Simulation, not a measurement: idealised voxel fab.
A process module follows: voxel gate over fins.
The width of the displayed cross-section, cut, is 295 nm; its cells are square, with a size of 5 nm.
The cross-sections in this document take the form of a grid made of square cells. They are written out as bands, in order from top to bottom. Each band consists of one or more rows of cells. For a band, the entry starts with two heights in nm, that of the top and then that of the bottom, and carries on with the band's materials in order from left to right, each alongside its width in nm; the word "throughout" beside a single material means it fills the band edge to edge, and "blank" means empty space. Height datum 0, below which the as-received substrate wafer is one material. Lowest band open at the bottom, running downward: "from 0 down". Width: "30->40" (first number = top row, second number = bottom row, same change from row to row of cells). Key: "no change" - step with no changed cell in the cross-section. Any empty space of 8 cells or more lacking an open way to the top shows up in "Closed internal voids" as width x height at distance, distance from the left edge, in nm. Note: text after step settings on the step line = simulator remark on that step. Steps that use a mask can have "overlay nm" on their line. It says how far the mask sat to the right of where it was meant to be. Negative means to the left. Read the rest as pairs. Take the cross-section before one process step, then the cross-section after it, which shows only down to the lowest band that changed. Under the pair, find the step between them and its settings. Bear in mind that pairs may come from different runs of this module on the same starting wafer: link a pair to the pair above it only where its entry headed "Pre-step snapshot" says to.
**Pre-step snapshot**
  from 0 down  Si throughout
  Closed internal voids: none
**Resulting Structure**
  from 10 to 0  SiN throughout
  Under the height 0 nothing was changed.
  Closed internal voids: none
Can you name the step between the two cross-sections above? It is CONFORMAL_DEP: material SiN, thk nm 10
Pre-step snapshot: no separate figure, the pair right above already shows it after its step.
**Resulting Structure**
  from 25 to 10  aC throughout
  Under the height 10 nothing was changed.
  Closed internal voids: none
Can you name the step between the two cross-sections above? It is DIRECTIONAL_DEP: material aC, thk nm 15
Pre-step snapshot: no separate figure, the pair right above already shows it after its step.
**Resulting Structure**
  from 55 to 25  110 nm blank | 15 nm resist | 45 nm blank | 15 nm resist | 110 nm blank
  Under the height 25 nothing was changed.
  Closed internal voids: none
Can you name the step between the two cross-sections above? It is PATTERN: tone cover, mask id FINS, material resist, width nm 15, pitch nm 60, thk nm 30, overlay nm 0
Pre-step snapshot: no separate figure, the pair right above already shows it after its step.
**Resulting Structure**
  from 40 to 25  110 nm blank | 15 nm resist | 45 nm blank | 15 nm resist | 110 nm blank
  from 25 to 10  110 nm blank | 15 nm aC | 45 nm blank | 15 nm aC | 110 nm blank
  Under the height 10 nothing was changed.
  Closed internal voids: none
Can you name the step between the two cross-sections above? It is DIRECTIONAL_ETCH: etch materials aC, depth nm 15
Pre-step snapshot: no separate figure, the pair right above already shows it after its step.
**Resulting Structure**
  from 25 to 10  110 nm blank | 15 nm aC | 45 nm blank | 15 nm aC | 110 nm blank
  Under the height 10 nothing was changed.
  Closed internal voids: none
Can you name the step between the two cross-sections above? It is STRIP: etch materials resist
Pre-step snapshot: no separate figure, the pair right above already shows it after its step.
**Resulting Structure**
  from 25 to 10  110 nm blank | 15 nm aC | 45 nm blank | 15 nm aC | 110 nm blank
  from 10 to 0  110 nm blank | 15 nm SiN | 45 nm blank | 15 nm SiN | 110 nm blank
  Under the height 0 nothing was changed.
  Closed internal voids: none
Can you name the step between the two cross-sections above? It is DIRECTIONAL_ETCH: etch materials SiN, depth nm 10
Pre-step snapshot: no separate figure, the pair right above already shows it after its step.
**Resulting Structure**
  from 25 to 10  110 nm blank | 15 nm aC | 45 nm blank | 15 nm aC | 110 nm blank
  from 10 to 0  110 nm blank | 15 nm SiN | 45 nm blank | 15 nm SiN | 110 nm blank
  from 0 to -35  110 nm blank | 15 nm Si | 45 nm blank | 15 nm Si | 110 nm blank
  Under the height -35 nothing was changed.
  Closed internal voids: none
Can you name the step between the two cross-sections above? It is DIRECTIONAL_ETCH: etch materials Si, depth nm 35
Pre-step snapshot: no separate figure, the pair right above already shows it after its step.
**Resulting Structure**
  from 10 to 0  110 nm blank | 15 nm SiN | 45 nm blank | 15 nm SiN | 110 nm blank
  Under the height 0 nothing was changed.
  Closed internal voids: none
Can you name the step between the two cross-sections above? It is STRIP: etch materials aC
Pre-step snapshot: no separate figure, the pair right above already shows it after its step.
**Resulting Structure**
  from 25 to 10  SiO2 throughout
  from 10 to 0  110 nm SiO2 | 15 nm SiN | 45 nm SiO2 | 15 nm SiN | 110 nm SiO2
  from 0 to -35  110 nm SiO2 | 15 nm Si | 45 nm SiO2 | 15 nm Si | 110 nm SiO2
  Under the height -35 nothing was changed.
  Closed internal voids: none
Can you name the step between the two cross-sections above? It is FILL_DEP: material SiO2, thk nm 15
Pre-step snapshot: no separate figure, the pair right above already shows it after its step.
**Resulting Structure**
  from 10 to 0  110 nm SiO2 | 15 nm SiN | 45 nm SiO2 | 15 nm SiN | 110 nm SiO2
  Under the height 0 nothing was changed.
  Closed internal voids: none
Can you name the step between the two cross-sections above? It is CMP: height nm 10
Pre-step snapshot: no separate figure, the pair right above already shows it after its step.
**Resulting Structure**
  from 25 to 10  aC throughout
  Under the height 10 nothing was changed.
  Closed internal voids: none
Can you name the step between the two cross-sections above? It is DIRECTIONAL_DEP: material aC, thk nm 15
Pre-step snapshot: no separate figure, the pair right above already shows it after its step.
**Resulting Structure**
  from 55 to 25  140 nm resist | 15 nm blank | 140 nm resist
  Under the height 25 nothing was changed.
  Closed internal voids: none
Can you name the step between the two cross-sections above? It is PATTERN: tone open, mask id RAIL, material resist, width nm 15, thk nm 30, overlay nm 0
Pre-step snapshot: no separate figure, the pair right above already shows it after its step.
**Resulting Structure**
  from 40 to 25  140 nm resist | 15 nm blank | 140 nm resist
  from 25 to 10  140 nm aC | 15 nm blank | 140 nm aC
  Under the height 10 nothing was changed.
  Closed internal voids: none
Can you name the step between the two cross-sections above? It is DIRECTIONAL_ETCH: etch materials aC, depth nm 15
Pre-step snapshot: no separate figure, the pair right above already shows it after its step.
**Resulting Structure**
  from 25 to 10  140 nm aC | 15 nm blank | 140 nm aC
  Under the height 10 nothing was changed.
  Closed internal voids: none
Can you name the step between the two cross-sections above? It is STRIP: etch materials resist
Pre-step snapshot: no separate figure, the pair right above already shows it after its step.
**Resulting Structure**
  from 25 to 10  140 nm aC | 15 nm blank | 140 nm aC
  from 10 to 0  110 nm SiO2 | 15 nm SiN | 15 nm SiO2 | 15 nm blank | 15 nm SiO2 | 15 nm SiN | 110 nm SiO2
  from 0 to -30  110 nm SiO2 | 15 nm Si | 15 nm SiO2 | 15 nm blank | 15 nm SiO2 | 15 nm Si | 110 nm SiO2
  Under the height -30 nothing was changed.
  Closed internal voids: none
Can you name the step between the two cross-sections above? It is DIRECTIONAL_ETCH: etch materials SiO2, depth nm 40
Pre-step snapshot: no separate figure, the pair right above already shows it after its step.
**Resulting Structure**
  from 10 to 0  110 nm SiO2 | 15 nm SiN | 15 nm SiO2 | 15 nm blank | 15 nm SiO2 | 15 nm SiN | 110 nm SiO2
  Under the height 0 nothing was changed.
  Closed internal voids: none
Can you name the step between the two cross-sections above? It is STRIP: etch materials aC
Pre-step snapshot: no separate figure, the pair right above already shows it after its step.
**Resulting Structure**
  from 15 to 10  145 nm TiN | 5 nm blank | 145 nm TiN
  from 10 to 0  110 nm SiO2 | 15 nm SiN | 15 nm SiO2 | 5 nm TiN | 5 nm blank | 5 nm TiN | 15 nm SiO2 | 15 nm SiN | 110 nm SiO2
  from 0 to -25  110 nm SiO2 | 15 nm Si | 15 nm SiO2 | 5 nm TiN | 5 nm blank | 5 nm TiN | 15 nm SiO2 | 15 nm Si | 110 nm SiO2
  from -25 to -30  110 nm SiO2 | 15 nm Si | 15 nm SiO2 | 15 nm TiN | 15 nm SiO2 | 15 nm Si | 110 nm SiO2
  Under the height -30 nothing was changed.
  Closed internal voids: none
Can you name the step between the two cross-sections above? It is CONFORMAL_DEP: material TiN, thk nm 5
Pre-step snapshot: no separate figure, the pair right above already shows it after its step.
**Resulting Structure**
  from 25 to 15  W throughout
  from 15 to 10  145 nm TiN | 5 nm W | 145 nm TiN
  from 10 to 0  110 nm SiO2 | 15 nm SiN | 15 nm SiO2 | 5 nm TiN | 5 nm W | 5 nm TiN | 15 nm SiO2 | 15 nm SiN | 110 nm SiO2
  from 0 to -25  110 nm SiO2 | 15 nm Si | 15 nm SiO2 | 5 nm TiN | 5 nm W | 5 nm TiN | 15 nm SiO2 | 15 nm Si | 110 nm SiO2
  Under the height -25 nothing was changed.
  Closed internal voids: none
Can you name the step between the two cross-sections above? It is FILL_DEP: material W, thk nm 10
Pre-step snapshot: no separate figure, the pair right above already shows it after its step.
**Resulting Structure**
  from 10 to 0  110 nm SiO2 | 15 nm SiN | 15 nm SiO2 | 5 nm TiN | 5 nm W | 5 nm TiN | 15 nm SiO2 | 15 nm SiN | 110 nm SiO2
  Under the height 0 nothing was changed.
  Closed internal voids: none
Can you name the step between the two cross-sections above? It is CMP: height nm 10
Pre-step snapshot: no separate figure, the pair right above already shows it after its step.
**Resulting Structure**
  from 10 to 0  110 nm SiO2 | 15 nm SiN | 15 nm SiO2 | 15 nm blank | 15 nm SiO2 | 15 nm SiN | 110 nm SiO2
  from 0 to -15  110 nm SiO2 | 15 nm Si | 15 nm SiO2 | 15 nm blank | 15 nm SiO2 | 15 nm Si | 110 nm SiO2
  Under the height -15 nothing was changed.
  Closed internal voids: none
Can you name the step between the two cross-sections above? It is SELECTIVE_ETCH: etch materials W Ru TiN, depth nm 25
Pre-step snapshot: no separate figure, the pair right above already shows it after its step.
**Resulting Structure**
  from 15 to 10  SiO2 throughout
  from 10 to 0  110 nm SiO2 | 15 nm SiN | 45 nm SiO2 | 15 nm SiN | 110 nm SiO2
  from 0 to -15  110 nm SiO2 | 15 nm Si | 45 nm SiO2 | 15 nm Si | 110 nm SiO2
  Under the height -15 nothing was changed.
  Closed internal voids: none
Can you name the step between the two cross-sections above? It is FILL_DEP: material SiO2, thk nm 5
Pre-step snapshot: no separate figure, the pair right above already shows it after its step.
**Resulting Structure**
  from 10 to 0  110 nm SiO2 | 15 nm SiN | 45 nm SiO2 | 15 nm SiN | 110 nm SiO2
  Under the height 0 nothing was changed.
  Closed internal voids: none
Can you name the step between the two cross-sections above? It is CMP: height nm 10
Pre-step snapshot: no separate figure, the pair right above already shows it after its step.
**Resulting Structure**
  from 10 to 0  110 nm blank | 15 nm SiN | 45 nm blank | 15 nm SiN | 110 nm blank
  from 0 to -10  110 nm blank | 15 nm Si | 45 nm blank | 15 nm Si | 110 nm blank
  Under the height -10 nothing was changed.
  Closed internal voids: none
Can you name the step between the two cross-sections above? It is SELECTIVE_ETCH: etch materials SiO2, depth nm 20
Pre-step snapshot: no separate figure, the pair right above already shows it after its step.
**Resulting Structure**
  from 0 to -10  110 nm blank | 15 nm Si | 45 nm blank | 15 nm Si | 110 nm blank
  Under the height -10 nothing was changed.
  Closed internal voids: none
Can you name the step between the two cross-sections above? It is STRIP: etch materials SiN
Pre-step snapshot: no separate figure, the pair right above already shows it after its step.
**Resulting Structure**
  from 5 to 0  105 nm blank | 25 nm HfO2 | 35 nm blank | 25 nm HfO2 | 105 nm blank
  from 0 to -5  105 nm blank | 5 nm HfO2 | 15 nm Si | 5 nm HfO2 | 35 nm blank | 5 nm HfO2 | 15 nm Si | 5 nm HfO2 | 105 nm blank
  from -5 to -10  110 nm HfO2 | 15 nm Si | 45 nm HfO2 | 15 nm Si | 110 nm HfO2
  Under the height -10 nothing was changed.
  Closed internal voids: none
Can you name the step between the two cross-sections above? It is CONFORMAL_DEP: material HfO2, thk nm 5
Pre-step snapshot: no separate figure, the pair right above already shows it after its step.
**Resulting Structure**
  from 10 to 5  100 nm blank | 35 nm TiN | 25 nm blank | 35 nm TiN | 100 nm blank
  from 5 to 0  100 nm blank | 5 nm TiN | 25 nm HfO2 | 5 nm TiN | 25 nm blank | 5 nm TiN | 25 nm HfO2 | 5 nm TiN | 100 nm blank
  from 0 to -5  105 nm TiN | 5 nm HfO2 | 15 nm Si | 5 nm HfO2 | 35 nm TiN | 5 nm HfO2 | 15 nm Si | 5 nm HfO2 | 105 nm TiN
  Under the height -5 nothing was changed.
  Closed internal voids: none
Can you name the step between the two cross-sections above? It is CONFORMAL_DEP: material TiN, thk nm 5
Pre-step snapshot: no separate figure, the pair right above already shows it after its step.
**Resulting Structure**
  from 15 to 10  95 nm blank | 45 nm TiAl | 15 nm blank | 45 nm TiAl | 95 nm blank
  from 10 to 5  95 nm blank | 5 nm TiAl | 35 nm TiN | 5 nm TiAl | 15 nm blank | 5 nm TiAl | 35 nm TiN | 5 nm TiAl | 95 nm blank
  from 5 to 0  100 nm TiAl | 5 nm TiN | 25 nm HfO2 | 5 nm TiN | 25 nm TiAl | 5 nm TiN | 25 nm HfO2 | 5 nm TiN | 100 nm TiAl
  Under the height 0 nothing was changed.
  Closed internal voids: none
Can you name the step between the two cross-sections above? It is CONFORMAL_DEP: material TiAl, thk nm 5
Pre-step snapshot: no separate figure, the pair right above already shows it after its step.
**Resulting Structure**
  from 20 to 15  90 nm blank | 55 nm TiN | 5 nm blank | 55 nm TiN | 90 nm blank
  from 15 to 10  90 nm blank | 5 nm TiN | 45 nm TiAl | 5 nm TiN | 5 nm blank | 5 nm TiN | 45 nm TiAl | 5 nm TiN | 90 nm blank
  from 10 to 5  95 nm TiN | 5 nm TiAl | 35 nm TiN | 5 nm TiAl | 15 nm TiN | 5 nm TiAl | 35 nm TiN | 5 nm TiAl | 95 nm TiN
  Under the height 5 nothing was changed.
  Closed internal voids: none
Can you name the step between the two cross-sections above? It is CONFORMAL_DEP: material TiN, thk nm 5
Pre-step snapshot: no separate figure, the pair right above already shows it after its step.
**Resulting Structure**
  from 30 to 20  W throughout
  from 20 to 15  90 nm W | 55 nm TiN | 5 nm W | 55 nm TiN | 90 nm W
  from 15 to 10  90 nm W | 5 nm TiN | 45 nm TiAl | 5 nm TiN | 5 nm W | 5 nm TiN | 45 nm TiAl | 5 nm TiN | 90 nm W
  Under the height 10 nothing was changed.
  Closed internal voids: none
Can you name the step between the two cross-sections above? It is FILL_DEP: material W, thk nm 10
Pre-step snapshot: no separate figure, the pair right above already shows it after its step.
**Resulting Structure**
  from 25 to 20  W throughout
  Under the height 20 nothing was changed.
  Closed internal voids: none
Can you name the step between the two cross-sections above? It is CMP: height nm 25
Pre-step snapshot: no separate figure, the pair right above already shows it after its step.
**Resulting Structure**
  from 30 to 25  SiCN throughout
  Under the height 25 nothing was changed.
  Closed internal voids: none
Can you name the step between the two cross-sections above? It is CONFORMAL_DEP: material SiCN, thk nm 5
**Pre-step snapshot**
  from 25 to 15  W throughout
  from 15 to 10  145 nm TiN | 5 nm W | 145 nm TiN
  from 10 to 0  110 nm SiO2 | 15 nm SiN | 15 nm SiO2 | 5 nm TiN | 5 nm W | 5 nm TiN | 15 nm SiO2 | 15 nm SiN | 110 nm SiO2
  from 0 to -25  110 nm SiO2 | 15 nm Si | 15 nm SiO2 | 5 nm TiN | 5 nm W | 5 nm TiN | 15 nm SiO2 | 15 nm Si | 110 nm SiO2
  from -25 to -30  110 nm SiO2 | 15 nm Si | 15 nm SiO2 | 15 nm TiN | 15 nm SiO2 | 15 nm Si | 110 nm SiO2
  from -30 to -35  110 nm SiO2 | 15 nm Si | 45 nm SiO2 | 15 nm Si | 110 nm SiO2
  from -35 down  Si throughout
  Closed internal voids: none
**Resulting Structure**
  from 10 to 0  110 nm SiO2 | 15 nm SiN | 15 nm SiO2 | 15 nm blank | 15 nm SiO2 | 15 nm SiN | 110 nm SiO2
  Under the height 0 nothing was changed.
  Closed internal voids: none
Can you name the step between the two cross-sections above? It is SELECTIVE_ETCH: etch materials W Ru TiN, depth nm 25
Pre-step snapshot: no separate figure, the pair right above already shows it after its step.
**Resulting Structure**
  from 15 to 10  SiO2 throughout
  from 10 to 0  110 nm SiO2 | 15 nm SiN | 45 nm SiO2 | 15 nm SiN | 110 nm SiO2
  Under the height 0 nothing was changed.
  Closed internal voids: none
Can you name the step between the two cross-sections above? It is FILL_DEP: material SiO2, thk nm 5
Pre-step snapshot: no separate figure, the pair right above already shows it after its step.
**Resulting Structure**
  from 10 to 0  110 nm SiO2 | 15 nm SiN | 45 nm SiO2 | 15 nm SiN | 110 nm SiO2
  Under the height 0 nothing was changed.
  Closed internal voids: none
Can you name the step between the two cross-sections above? It is CMP: height nm 10
Pre-step snapshot: no separate figure, the pair right above already shows it after its step.
**Resulting Structure**
  from 10 to 0  110 nm blank | 15 nm SiN | 45 nm blank | 15 nm SiN | 110 nm blank
  from 0 to -10  110 nm blank | 15 nm Si | 15 nm blank | 5 nm TiN | 5 nm W | 5 nm TiN | 15 nm blank | 15 nm Si | 110 nm blank
  Under the height -10 nothing was changed.
  Closed internal voids: none
Can you name the step between the two cross-sections above? It is SELECTIVE_ETCH: etch materials SiO2, depth nm 20
Pre-step snapshot: no separate figure, the pair right above already shows it after its step.
**Resulting Structure**
  from 0 to -10  110 nm blank | 15 nm Si | 15 nm blank | 5 nm TiN | 5 nm W | 5 nm TiN | 15 nm blank | 15 nm Si | 110 nm blank
  Under the height -10 nothing was changed.
  Closed internal voids: none
Can you name the step between the two cross-sections above? It is STRIP: etch materials SiN
Pre-step snapshot: no separate figure, the pair right above already shows it after its step.
**Resulting Structure**
  from 5 to 0  105 nm blank | 25 nm HfO2 | 5 nm blank | 25 nm HfO2 | 5 nm blank | 25 nm HfO2 | 105 nm blank
  from 0 to -5  105 nm blank | 5 nm HfO2 | 15 nm Si | 5 nm HfO2 | 5 nm blank | 5 nm HfO2 | 5 nm TiN | 5 nm W | 5 nm TiN | 5 nm HfO2 | 5 nm blank | 5 nm HfO2 | 15 nm Si | 5 nm HfO2 | 105 nm blank
  from -5 to -10  110 nm HfO2 | 15 nm Si | 15 nm HfO2 | 5 nm TiN | 5 nm W | 5 nm TiN | 15 nm HfO2 | 15 nm Si | 110 nm HfO2
  Under the height -10 nothing was changed.
  Closed internal voids: none
Can you name the step between the two cross-sections above? It is CONFORMAL_DEP: material HfO2, thk nm 5
Pre-step snapshot: no separate figure, the pair right above already shows it after its step.
**Resulting Structure**
  from 10 to 5  100 nm blank | 95 nm TiN | 100 nm blank
  from 5 to 0  100 nm blank | 5 nm TiN | 25 nm HfO2 | 5 nm TiN | 25 nm HfO2 | 5 nm TiN | 25 nm HfO2 | 5 nm TiN | 100 nm blank
  from 0 to -5  105 nm TiN | 5 nm HfO2 | 15 nm Si | 5 nm HfO2 | 5 nm TiN | 5 nm HfO2 | 5 nm TiN | 5 nm W | 5 nm TiN | 5 nm HfO2 | 5 nm TiN | 5 nm HfO2 | 15 nm Si | 5 nm HfO2 | 105 nm TiN
  Under the height -5 nothing was changed.
  Closed internal voids: none
Can you name the step between the two cross-sections above? It is CONFORMAL_DEP: material TiN, thk nm 5
Pre-step snapshot: no separate figure, the pair right above already shows it after its step.
**Resulting Structure**
  from 15 to 10  95 nm blank | 105 nm TiAl | 95 nm blank
  from 10 to 5  95 nm blank | 5 nm TiAl | 95 nm TiN | 5 nm TiAl | 95 nm blank
  from 5 to 0  100 nm TiAl | 5 nm TiN | 25 nm HfO2 | 5 nm TiN | 25 nm HfO2 | 5 nm TiN | 25 nm HfO2 | 5 nm TiN | 100 nm TiAl
  Under the height 0 nothing was changed.
  Closed internal voids: none
Can you name the step between the two cross-sections above? It is CONFORMAL_DEP: material TiAl, thk nm 5
Pre-step snapshot: no separate figure, the pair right above already shows it after its step.
**Resulting Structure**
  from 20 to 15  90 nm blank | 115 nm TiN | 90 nm blank
  from 15 to 10  90 nm blank | 5 nm TiN | 105 nm TiAl | 5 nm TiN | 90 nm blank
  from 10 to 5  95 nm TiN | 5 nm TiAl | 95 nm TiN | 5 nm TiAl | 95 nm TiN
  Under the height 5 nothing was changed.
  Closed internal voids: none
Can you name the step between the two cross-sections above? It is CONFORMAL_DEP: material TiN, thk nm 5
Pre-step snapshot: no separate figure, the pair right above already shows it after its step.
**Resulting Structure**
  from 30 to 20  W throughout
  from 20 to 15  90 nm W | 115 nm TiN | 90 nm W
  from 15 to 10  90 nm W | 5 nm TiN | 105 nm TiAl | 5 nm TiN | 90 nm W
  Under the height 10 nothing was changed.
  Closed internal voids: none
Can you name the step between the two cross-sections above? It is FILL_DEP: material W, thk nm 10
Pre-step snapshot: no separate figure, the pair right above already shows it after its step.
**Resulting Structure**
  from 25 to 20  W throughout
  Under the height 20 nothing was changed.
  Closed internal voids: none
Can you name the step between the two cross-sections above? It is CMP: height nm 25
Pre-step snapshot: no separate figure, the pair right above already shows it after its step.
**Resulting Structure**
  from 30 to 25  SiCN throughout
  Under the height 25 nothing was changed.
  Closed internal voids: none
Can you name the step between the two cross-sections above? It is CONFORMAL_DEP: material SiCN, thk nm 5
**Pre-step snapshot**
  from 25 to 10  110 nm blank | 15 nm aC | 45 nm blank | 15 nm aC | 110 nm blank
  from 10 to 0  110 nm blank | 15 nm SiN | 45 nm blank | 15 nm SiN | 110 nm blank
  from 0 to -35  110 nm blank | 15 nm Si | 45 nm blank | 15 nm Si | 110 nm blank
  from -35 down  Si throughout
  Closed internal voids: none
**Resulting Structure**
  from 25 to 10  110 nm blank | 15 nm aC | 45 nm blank | 15 nm aC | 110 nm blank
  from 10 to 0  110 nm blank | 15 nm SiN | 45 nm blank | 15 nm SiN | 110 nm blank
  from 0 to -70  110 nm blank | 15 nm Si | 45 nm blank | 15 nm Si | 110 nm blank
  Under the height -70 nothing was changed.
  Closed internal voids: none
Can you name the step between the two cross-sections above? It is DIRECTIONAL_ETCH: etch materials Si, depth nm 35
Pre-step snapshot: no separate figure, the pair right above already shows it after its step.
**Resulting Structure**
  from 10 to 0  110 nm blank | 15 nm SiN | 45 nm blank | 15 nm SiN | 110 nm blank
  Under the height 0 nothing was changed.
  Closed internal voids: none
Can you name the step between the two cross-sections above? It is STRIP: etch materials aC
Pre-step snapshot: no separate figure, the pair right above already shows it after its step.
**Resulting Structure**
  from 25 to 10  SiO2 throughout
  from 10 to 0  110 nm SiO2 | 15 nm SiN | 45 nm SiO2 | 15 nm SiN | 110 nm SiO2
  from 0 to -70  110 nm SiO2 | 15 nm Si | 45 nm SiO2 | 15 nm Si | 110 nm SiO2
  Under the height -70 nothing was changed.
  Closed internal voids: none
Can you name the step between the two cross-sections above? It is FILL_DEP: material SiO2, thk nm 15
Pre-step snapshot: no separate figure, the pair right above already shows it after its step.
**Resulting Structure**
  from 10 to 0  110 nm SiO2 | 15 nm SiN | 45 nm SiO2 | 15 nm SiN | 110 nm SiO2
  Under the height 0 nothing was changed.
  Closed internal voids: none
Can you name the step between the two cross-sections above? It is CMP: height nm 10
Pre-step snapshot: no separate figure, the pair right above already shows it after its step.
**Resulting Structure**
  from 25 to 10  aC throughout
  Under the height 10 nothing was changed.
  Closed internal voids: none
Can you name the step between the two cross-sections above? It is DIRECTIONAL_DEP: material aC, thk nm 15
Pre-step snapshot: no separate figure, the pair right above already shows it after its step.
**Resulting Structure**
  from 55 to 25  140 nm resist | 15 nm blank | 140 nm resist
  Under the height 25 nothing was changed.
  Closed internal voids: none
Can you name the step between the two cross-sections above? It is PATTERN: tone open, mask id RAIL, material resist, width nm 15, thk nm 30, overlay nm 0
Pre-step snapshot: no separate figure, the pair right above already shows it after its step.
**Resulting Structure**
  from 40 to 25  140 nm resist | 15 nm blank | 140 nm resist
  from 25 to 10  140 nm aC | 15 nm blank | 140 nm aC
  Under the height 10 nothing was changed.
  Closed internal voids: none
Can you name the step between the two cross-sections above? It is DIRECTIONAL_ETCH: etch materials aC, depth nm 15
Pre-step snapshot: no separate figure, the pair right above already shows it after its step.
**Resulting Structure**
  from 25 to 10  140 nm aC | 15 nm blank | 140 nm aC
  Under the height 10 nothing was changed.
  Closed internal voids: none
Can you name the step between the two cross-sections above? It is STRIP: etch materials resist
Pre-step snapshot: no separate figure, the pair right above already shows it after its step.
**Resulting Structure**
  from 25 to 10  140 nm aC | 15 nm blank | 140 nm aC
  from 10 to 0  110 nm SiO2 | 15 nm SiN | 15 nm SiO2 | 15 nm blank | 15 nm SiO2 | 15 nm SiN | 110 nm SiO2
  from 0 to -30  110 nm SiO2 | 15 nm Si | 15 nm SiO2 | 15 nm blank | 15 nm SiO2 | 15 nm Si | 110 nm SiO2
  Under the height -30 nothing was changed.
  Closed internal voids: none
Can you name the step between the two cross-sections above? It is DIRECTIONAL_ETCH: etch materials SiO2, depth nm 40
Pre-step snapshot: no separate figure, the pair right above already shows it after its step.
**Resulting Structure**
  from 10 to 0  110 nm SiO2 | 15 nm SiN | 15 nm SiO2 | 15 nm blank | 15 nm SiO2 | 15 nm SiN | 110 nm SiO2
  Under the height 0 nothing was changed.
  Closed internal voids: none
Can you name the step between the two cross-sections above? It is STRIP: etch materials aC
Pre-step snapshot: no separate figure, the pair right above already shows it after its step.
**Resulting Structure**
  from 15 to 10  145 nm TiN | 5 nm blank | 145 nm TiN
  from 10 to 0  110 nm SiO2 | 15 nm SiN | 15 nm SiO2 | 5 nm TiN | 5 nm blank | 5 nm TiN | 15 nm SiO2 | 15 nm SiN | 110 nm SiO2
  from 0 to -25  110 nm SiO2 | 15 nm Si | 15 nm SiO2 | 5 nm TiN | 5 nm blank | 5 nm TiN | 15 nm SiO2 | 15 nm Si | 110 nm SiO2
  from -25 to -30  110 nm SiO2 | 15 nm Si | 15 nm SiO2 | 15 nm TiN | 15 nm SiO2 | 15 nm Si | 110 nm SiO2
  Under the height -30 nothing was changed.
  Closed internal voids: none
Can you name the step between the two cross-sections above? It is CONFORMAL_DEP: material TiN, thk nm 5
Pre-step snapshot: no separate figure, the pair right above already shows it after its step.
**Resulting Structure**
  from 25 to 15  W throughout
  from 15 to 10  145 nm TiN | 5 nm W | 145 nm TiN
  from 10 to 0  110 nm SiO2 | 15 nm SiN | 15 nm SiO2 | 5 nm TiN | 5 nm W | 5 nm TiN | 15 nm SiO2 | 15 nm SiN | 110 nm SiO2
  from 0 to -25  110 nm SiO2 | 15 nm Si | 15 nm SiO2 | 5 nm TiN | 5 nm W | 5 nm TiN | 15 nm SiO2 | 15 nm Si | 110 nm SiO2
  Under the height -25 nothing was changed.
  Closed internal voids: none
Can you name the step between the two cross-sections above? It is FILL_DEP: material W, thk nm 10
Pre-step snapshot: no separate figure, the pair right above already shows it after its step.
**Resulting Structure**
  from 10 to 0  110 nm SiO2 | 15 nm SiN | 15 nm SiO2 | 5 nm TiN | 5 nm W | 5 nm TiN | 15 nm SiO2 | 15 nm SiN | 110 nm SiO2
  Under the height 0 nothing was changed.
  Closed internal voids: none
Can you name the step between the two cross-sections above? It is CMP: height nm 10
Pre-step snapshot: no separate figure, the pair right above already shows it after its step.
**Resulting Structure**
  from 10 to 0  110 nm SiO2 | 15 nm SiN | 15 nm SiO2 | 15 nm blank | 15 nm SiO2 | 15 nm SiN | 110 nm SiO2
  from 0 to -15  110 nm SiO2 | 15 nm Si | 15 nm SiO2 | 15 nm blank | 15 nm SiO2 | 15 nm Si | 110 nm SiO2
  Under the height -15 nothing was changed.
  Closed internal voids: none
Can you name the step between the two cross-sections above? It is SELECTIVE_ETCH: etch materials W Ru TiN, depth nm 25
Pre-step snapshot: no separate figure, the pair right above already shows it after its step.
**Resulting Structure**
  from 15 to 10  SiO2 throughout
  from 10 to 0  110 nm SiO2 | 15 nm SiN | 45 nm SiO2 | 15 nm SiN | 110 nm SiO2
  from 0 to -15  110 nm SiO2 | 15 nm Si | 45 nm SiO2 | 15 nm Si | 110 nm SiO2
  Under the height -15 nothing was changed.
  Closed internal voids: none
Can you name the step between the two cross-sections above? It is FILL_DEP: material SiO2, thk nm 5
Pre-step snapshot: no separate figure, the pair right above already shows it after its step.
**Resulting Structure**
  from 10 to 0  110 nm SiO2 | 15 nm SiN | 45 nm SiO2 | 15 nm SiN | 110 nm SiO2
  Under the height 0 nothing was changed.
  Closed internal voids: none
Can you name the step between the two cross-sections above? It is CMP: height nm 10
Pre-step snapshot: no separate figure, the pair right above already shows it after its step.
**Resulting Structure**
  from 10 to 0  110 nm blank | 15 nm SiN | 45 nm blank | 15 nm SiN | 110 nm blank
  from 0 to -10  110 nm blank | 15 nm Si | 45 nm blank | 15 nm Si | 110 nm blank
  Under the height -10 nothing was changed.
  Closed internal voids: none
Can you name the step between the two cross-sections above? It is SELECTIVE_ETCH: etch materials SiO2, depth nm 20
Pre-step snapshot: no separate figure, the pair right above already shows it after its step.
**Resulting Structure**
  from 0 to -10  110 nm blank | 15 nm Si | 45 nm blank | 15 nm Si | 110 nm blank
  Under the height -10 nothing was changed.
  Closed internal voids: none
Can you name the step between the two cross-sections above? It is STRIP: etch materials SiN
Pre-step snapshot: no separate figure, the pair right above already shows it after its step.
**Resulting Structure**
  from 5 to 0  105 nm blank | 25 nm HfO2 | 35 nm blank | 25 nm HfO2 | 105 nm blank
  from 0 to -5  105 nm blank | 5 nm HfO2 | 15 nm Si | 5 nm HfO2 | 35 nm blank | 5 nm HfO2 | 15 nm Si | 5 nm HfO2 | 105 nm blank
  from -5 to -10  110 nm HfO2 | 15 nm Si | 45 nm HfO2 | 15 nm Si | 110 nm HfO2
  Under the height -10 nothing was changed.
  Closed internal voids: none
Can you name the step between the two cross-sections above? It is CONFORMAL_DEP: material HfO2, thk nm 5
Pre-step snapshot: no separate figure, the pair right above already shows it after its step.
**Resulting Structure**
  from 10 to 5  100 nm blank | 35 nm TiN | 25 nm blank | 35 nm TiN | 100 nm blank
  from 5 to 0  100 nm blank | 5 nm TiN | 25 nm HfO2 | 5 nm TiN | 25 nm blank | 5 nm TiN | 25 nm HfO2 | 5 nm TiN | 100 nm blank
  from 0 to -5  105 nm TiN | 5 nm HfO2 | 15 nm Si | 5 nm HfO2 | 35 nm TiN | 5 nm HfO2 | 15 nm Si | 5 nm HfO2 | 105 nm TiN
  Under the height -5 nothing was changed.
  Closed internal voids: none
Can you name the step between the two cross-sections above? It is CONFORMAL_DEP: material TiN, thk nm 5
Pre-step snapshot: no separate figure, the pair right above already shows it after its step.
**Resulting Structure**
  from 15 to 10  95 nm blank | 45 nm TiAl | 15 nm blank | 45 nm TiAl | 95 nm blank
  from 10 to 5  95 nm blank | 5 nm TiAl | 35 nm TiN | 5 nm TiAl | 15 nm blank | 5 nm TiAl | 35 nm TiN | 5 nm TiAl | 95 nm blank
  from 5 to 0  100 nm TiAl | 5 nm TiN | 25 nm HfO2 | 5 nm TiN | 25 nm TiAl | 5 nm TiN | 25 nm HfO2 | 5 nm TiN | 100 nm TiAl
  Under the height 0 nothing was changed.
  Closed internal voids: none
Can you name the step between the two cross-sections above? It is CONFORMAL_DEP: material TiAl, thk nm 5
